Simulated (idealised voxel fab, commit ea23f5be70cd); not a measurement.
process module | voxel capacitor over wiring
cross-section cut | 190 nm wide | cells 5 nm
A cross-section is a grid of square cells, given in bands from the top down. A band is one or more rows of cells.
Each band's line starts with the height of the band's top and of its bottom, in nm. Then come its materials from left to right, each with its width in nm. One material with "throughout" fills the band from edge to edge. "air" is empty space.
Height 0 is the level under which the wafer as received is all one material. The lowest band goes on downwards, as in "0 down".
A width such as "30 to 40" changes by the same amount from each row of cells to the next, from the band's top row to its bottom row.
"no change" after a step means that no cell of the cross-section changed.
closed voids: empty space of 8 cells or more with no open way to the top, each as width x height at its distance from the left edge, in nm
after a step's settings: what the simulator itself notes on the step
overlay nm, on a step with a mask: how far to the right of its planned place the mask lay; to the left if negative
plan
1 op RECEIVE | material Si
2 op CONFORMAL_DEP | material SiO2 | thk nm 10
3 op CONFORMAL_DEP | material SiN | thk nm 5
4 op DIRECTIONAL_DEP | material SiO2 | thk nm 15
5 op DIRECTIONAL_DEP | material aC | thk nm 10
6 op PATTERN | tone open | mask id METAL_1 | material resist | width nm 30 | pitch nm 80 | thk nm 30 | overlay nm 0
7 op DIRECTIONAL_ETCH | etch materials aC | depth nm 10
8 op STRIP | etch materials resist
9 op DIRECTIONAL_ETCH | etch materials SiO2 | depth nm 15
10 op DIRECTIONAL_ETCH | etch materials SiN | depth nm 5
11 op STRIP | etch materials aC
12 op CONFORMAL_DEP | material TiN | thk nm 5
13 op FILL_DEP | material Ru | thk nm 10
14 op CMP | height nm 30
15 op EPI | material Ru | thk nm 5
16 op FILL_DEP | material SiCN | thk nm 5
17 op DIRECTIONAL_DEP | material SiO2 | thk nm 10
18 op MASKED_ETCH | tone open | mask id PLUG_1 | width nm 15 | etch materials SiO2 | depth nm 10 | overlay nm 0
19 op MASKED_ETCH | tone open | mask id PLUG_1 | width nm 15 | etch materials SiCN | depth nm 5 | overlay nm 0
20 op CONFORMAL_DEP | material TiN | thk nm 5
21 op FILL_DEP | material Cu | thk nm 5
22 op CMP | height nm 50
23 op DIRECTIONAL_DEP | material TiN | thk nm 5
24 op DIRECTIONAL_DEP | material HfO2 | thk nm 5
25 op DIRECTIONAL_DEP | material TiN | thk nm 10
26 op DIRECTIONAL_DEP | material aC | thk nm 15
27 op PATTERN | tone cover | mask id UPPER_PLATE | material resist | width nm 55 | thk nm 30 | overlay nm 0
28 op DIRECTIONAL_ETCH | etch materials aC | depth nm 15
29 op STRIP | etch materials resist
30 op DIRECTIONAL_ETCH | etch materials TiN | depth nm 10
31 op DIRECTIONAL_ETCH | etch materials HfO2 | depth nm 5
32 op STRIP | etch materials aC
33 op PATTERN | tone cover | mask id LOWER_PLATE | material resist | width nm 65 | thk nm 15 | overlay nm 0
34 op DIRECTIONAL_ETCH | etch materials TiN | depth nm 5
35 op STRIP | etch materials resist
36 op FILL_DEP | material SiO2 | thk nm 20
37 op CMP | height nm 85
38 op MASKED_ETCH | tone open | mask id PLUG_2 | width nm 15 | etch materials SiO2 | depth nm 15 | overlay nm 0
39 op CONFORMAL_DEP | material TiN | thk nm 5
40 op FILL_DEP | material W | thk nm 5
41 op CMP | height nm 85
42 op CONFORMAL_DEP | material SiCN | thk nm 5
as received, after step 1
  0 down: Si throughout
  closed voids: none
a wafer at the end: this start, this plan, one mistake
  100 to 85: SiCN throughout
  85 to 75: SiO2 65 | TiN 5 | W 5 | TiN 5 | SiO2 110
  75 to 70: SiO2 65 | TiN 15 | SiO2 110
  70 to 60: SiO2 55 | TiN 55 | SiO2 80
  60 to 55: SiO2 55 | HfO2 55 | SiO2 80
  55 to 50: SiO2 50 | TiN 65 | SiO2 75
  50 to 40: SiO2 55 | TiN 5 | Cu 5 | TiN 5 | SiO2 120
  40 to 35: SiCN 55 | TiN 15 | SiCN 120
  35 to 30: SiCN 35 | Ru 40 | SiCN 40 | Ru 40 | SiCN 35
  30 to 15: SiO2 40 | TiN 5 | Ru 20 | TiN 5 | SiO2 50 | TiN 5 | Ru 20 | TiN 5 | SiO2 40
  15 to 10: SiN 40 | TiN 30 | SiN 50 | TiN 30 | SiN 40
  10 to 0: SiO2 throughout
  0 down: Si throughout
  closed voids: none
what went wrong: step 42 ran as: op CONFORMAL_DEP | material SiCN | thk nm 15
